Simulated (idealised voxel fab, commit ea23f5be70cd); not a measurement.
Process module in this document: voxel transistor to metal
The cross-section on display is named cut; it measures 275 nm wide, and its cells are 5 nm squares.
Throughout this document, each cross-section is represented as a grid of square cells and is presented as a sequence of bands enumerated from the top downward, where a band comprises one or more rows of cells. Top height, bottom height, nm. Materials left to right, width each, nm. Single material + "everywhere" = fills band edge to edge. "empty" = empty. Heights are reckoned from 0. Under this level, the received wafer is all of one material. The bottommost band is open-ended downward, for example "0..down". So if you see something like "30 to 40" for the width, read it as the top row of the band sitting at the first number and the bottom row at the second, with every row in between moving by the same amount as the last. Step marked "no change"? Then no cell in the cross-section changed in it. Voids not open to the top, 8 cells minimum: see "Closed void register". Written width x height at distance; distance is from the left edge; nm. Anything after a step's settings on that line? It's the simulator's own note about the step. The line of a step may include "overlay nm". On a step with a mask, this value is how far to the right of its planned place the mask lay. A negative value means the mask lay to the left.

[Process steps foreseen in the plan]
- 1: RECEIVE with material Si
- 2: CONFORMAL_DEP with material SiO2, thk nm 5
- 3: CONFORMAL_DEP with material SiN, thk nm 10
- 4: DIRECTIONAL_DEP with material aC, thk nm 10
- 5: PATTERN with tone cover, mask id ACTIVE, material resist, width nm 105, pitch nm 125, thk nm 30, overlay nm 0
- 6: DIRECTIONAL_ETCH with etch materials aC, depth nm 10
- 7: STRIP with etch materials resist
- 8: DIRECTIONAL_ETCH with etch materials SiN, depth nm 10
- 9: DIRECTIONAL_ETCH with etch materials SiO2, depth nm 5
- 10: DIRECTIONAL_ETCH with etch materials Si, depth nm 20
- 11: STRIP with etch materials aC
- 12: OXIDIZE with depth nm 5
- 13: FILL_DEP with material SiO2, thk nm 15
- 14: CMP with height nm 15
- 15: SELECTIVE_ETCH with etch materials SiO2, depth nm 10
- 16: STRIP with etch materials SiN
- 17: SELECTIVE_ETCH with etch materials SiO2, depth nm 5
- 18: OXIDIZE with depth nm 5
- 19: DIRECTIONAL_DEP with material polySi, thk nm 25
- 20: DIRECTIONAL_DEP with material SiCN, thk nm 15
- 21: PATTERN with tone cover, mask id GATE, material resist, width nm 15, pitch nm 125, thk nm 15, overlay nm 0
- 22: DIRECTIONAL_ETCH with etch materials SiCN, depth nm 25
- 23: DIRECTIONAL_ETCH with etch materials polySi, depth nm 35
- 24: STRIP with etch materials resist
- 25: CONFORMAL_DEP with material SiO2, thk nm 5
- 26: DIRECTIONAL_ETCH with etch materials SiO2, depth nm 5
- 27: CONFORMAL_DEP with material SiN, thk nm 10
- 28: DIRECTIONAL_ETCH with etch materials SiN, depth nm 10
- 29: DIRECTIONAL_ETCH with etch materials SiO2, depth nm 5
- 30: EPI with material SiGe, thk nm 5
- 31: FILL_DEP with material SiO2, thk nm 10
- 32: CMP with height nm 25
- 33: STRIP with etch materials polySi
- 34: SELECTIVE_ETCH with etch materials SiO2, depth nm 5
- 35: CONFORMAL_DEP with material HfO2, thk nm 5
- 36: CONFORMAL_DEP with material TiN, thk nm 5
- 37: FILL_DEP with material W, thk nm 5
- 38: CMP with height nm 20
- 39: DIRECTIONAL_DEP with material SiO2, thk nm 10
- 40: MASKED_ETCH with tone open, mask id CONTACT, width nm 15, etch materials SiO2, depth nm 30, overlay nm 0
- 41: CONFORMAL_DEP with material TiN, thk nm 5
- 42: FILL_DEP with material Ru, thk nm 5
- 43: CMP with height nm 30
- 44: DIRECTIONAL_DEP with material TiN, thk nm 5
- 45: DIRECTIONAL_DEP with material Ru, thk nm 25
- 46: PATTERN with tone cover, mask id METAL_1, material resist, width nm 15, thk nm 20, overlay nm 0
- 47: DIRECTIONAL_ETCH with etch materials Ru, depth nm 25
- 48: DIRECTIONAL_ETCH with etch materials TiN, depth nm 5
- 49: STRIP with etch materials resist
- 50: FILL_DEP with material lowk, thk nm 5
- 51: CMP with height nm 60
- 52: CONFORMAL_DEP with material SiN, thk nm 5
Where the wafers of this document differ is in the width nm of step 21; they start out the same, and the plan states the value that applied to the first wafer.

[First of several wafers, received after step 1, in cross-section]
	0..down | Si everywhere
	Closed void register: none

[End-of-module cross-section, first of several wafers, after last step 52]
	65..60 | SiN everywhere
	60..35 | 25 nm lowk, 15 nm Ru, 65 nm lowk, 15 nm Ru, 30 nm lowk, 15 nm Ru, 65 nm lowk, 15 nm Ru, 30 nm lowk
	35..30 | 25 nm lowk, 15 nm TiN, 65 nm lowk, 15 nm TiN, 30 nm lowk, 15 nm TiN, 65 nm lowk, 15 nm TiN, 30 nm lowk
	30..20 | 25 nm SiO2, 5 nm TiN, 5 nm Ru, 5 nm TiN, 65 nm SiO2, 5 nm TiN, 5 nm Ru, 5 nm TiN, 30 nm SiO2, 5 nm TiN, 5 nm Ru, 5 nm TiN, 65 nm SiO2, 5 nm TiN, 5 nm Ru, 5 nm TiN, 30 nm SiO2
	20..5 | 25 nm SiO2, 5 nm TiN, 5 nm Ru, 5 nm TiN, 10 nm SiO2, 10 nm SiN, 5 nm HfO2, 5 nm TiN, 5 nm W, 5 nm TiN, 5 nm HfO2, 10 nm SiN, 10 nm SiO2, 5 nm TiN, 5 nm Ru, 5 nm TiN, 30 nm SiO2, 5 nm TiN, 5 nm Ru, 5 nm TiN, 10 nm SiO2, 10 nm SiN, 5 nm HfO2, 5 nm TiN, 5 nm W, 5 nm TiN, 5 nm HfO2, 10 nm SiN, 10 nm SiO2, 5 nm TiN, 5 nm Ru, 5 nm TiN, 30 nm SiO2
	5..0 | 25 nm SiO2, 15 nm TiN, 10 nm SiO2, 10 nm SiN, 5 nm HfO2, 15 nm TiN, 5 nm HfO2, 10 nm SiN, 10 nm SiO2, 15 nm TiN, 30 nm SiO2, 15 nm TiN, 10 nm SiO2, 10 nm SiN, 5 nm HfO2, 15 nm TiN, 5 nm HfO2, 10 nm SiN, 10 nm SiO2, 15 nm TiN, 30 nm SiO2
	0..-5 | 20 nm SiO2, 30 nm SiGe, 10 nm SiO2, 25 nm HfO2, 10 nm SiO2, 30 nm SiGe, 20 nm SiO2, 30 nm SiGe, 10 nm SiO2, 25 nm HfO2, 10 nm SiO2, 30 nm SiGe, 25 nm SiO2
	-5..-25 | 25 nm SiO2, 95 nm Si, 30 nm SiO2, 95 nm Si, 30 nm SiO2
	-25..down | Si everywhere
	Closed void register: none

[Cross-section of the last wafer at end of module]
	65..60 | SiN everywhere
	60..35 | 25 nm lowk, 15 nm Ru, 65 nm lowk, 15 nm Ru, 30 nm lowk, 15 nm Ru, 65 nm lowk, 15 nm Ru, 30 nm lowk
	35..30 | 25 nm lowk, 15 nm TiN, 65 nm lowk, 15 nm TiN, 30 nm lowk, 15 nm TiN, 65 nm lowk, 15 nm TiN, 30 nm lowk
	30..25 | 25 nm SiO2, 5 nm TiN, 5 nm Ru, 5 nm TiN, 65 nm SiO2, 5 nm TiN, 5 nm Ru, 5 nm TiN, 30 nm SiO2, 5 nm TiN, 5 nm Ru, 5 nm TiN, 65 nm SiO2, 5 nm TiN, 5 nm Ru, 5 nm TiN, 30 nm SiO2
	25..20 | 25 nm SiO2, 5 nm TiN, 5 nm Ru, 5 nm TiN, 65 nm SiO2, 15 nm TiN, 30 nm SiO2, 5 nm TiN, 5 nm Ru, 5 nm TiN, 65 nm SiO2, 15 nm TiN, 30 nm SiO2
	20..5 | 25 nm SiO2, 5 nm TiN, 5 nm Ru, 5 nm TiN, 10 nm SiN, 5 nm HfO2, 5 nm TiN, 30 nm W, 5 nm TiN, 5 nm HfO2, 10 nm SiN, 10 nm TiN, 30 nm SiO2, 5 nm TiN, 5 nm Ru, 5 nm TiN, 10 nm SiN, 5 nm HfO2, 5 nm TiN, 30 nm W, 5 nm TiN, 5 nm HfO2, 10 nm SiN, 10 nm TiN, 30 nm SiO2
	5..0 | 25 nm SiO2, 15 nm TiN, 10 nm SiN, 5 nm HfO2, 40 nm TiN, 5 nm HfO2, 10 nm SiN, 10 nm TiN, 30 nm SiO2, 15 nm TiN, 10 nm SiN, 5 nm HfO2, 40 nm TiN, 5 nm HfO2, 10 nm SiN, 10 nm TiN, 30 nm SiO2
	0..-5 | 20 nm SiO2, 20 nm SiGe, 10 nm SiO2, 50 nm HfO2, 10 nm SiO2, 15 nm SiGe, 20 nm SiO2, 20 nm SiGe, 10 nm SiO2, 50 nm HfO2, 10 nm SiO2, 15 nm SiGe, 25 nm SiO2
	-5..-25 | 25 nm SiO2, 95 nm Si, 30 nm SiO2, 95 nm Si, 30 nm SiO2
	-25..down | Si everywhere
	Closed void register: none

[Basically each wafer gets a line in the table, showing it at the end of the module: material by material, the cells it gained (+) or lost (-) since we got it, then its closed voids]
width nm 15; +26 HfO2; +80 Ru; -123 Si; +24 SiGe; +87 SiN; +275 SiO2; +82 TiN; +6 W; +258 lowk; Closed void register: none
width nm 20; +28 HfO2; +80 Ru; -123 Si; +22 SiGe; +87 SiN; +267 SiO2; +84 TiN; +12 W; +258 lowk; Closed void register: none
width nm 25; +30 HfO2; +80 Ru; -123 Si; +20 SiGe; +87 SiN; +259 SiO2; +86 TiN; +18 W; +258 lowk; Closed void register: none
width nm 30; +32 HfO2; +80 Ru; -123 Si; +18 SiGe; +87 SiN; +251 SiO2; +88 TiN; +24 W; +258 lowk; Closed void register: none
width nm 35; +34 HfO2; +80 Ru; -123 Si; +16 SiGe; +87 SiN; +243 SiO2; +90 TiN; +30 W; +258 lowk; Closed void register: none
width nm 40; +36 HfO2; +72 Ru; -123 Si; +14 SiGe; +87 SiN; +243 SiO2; +92 TiN; +36 W; +258 lowk; Closed void register: none
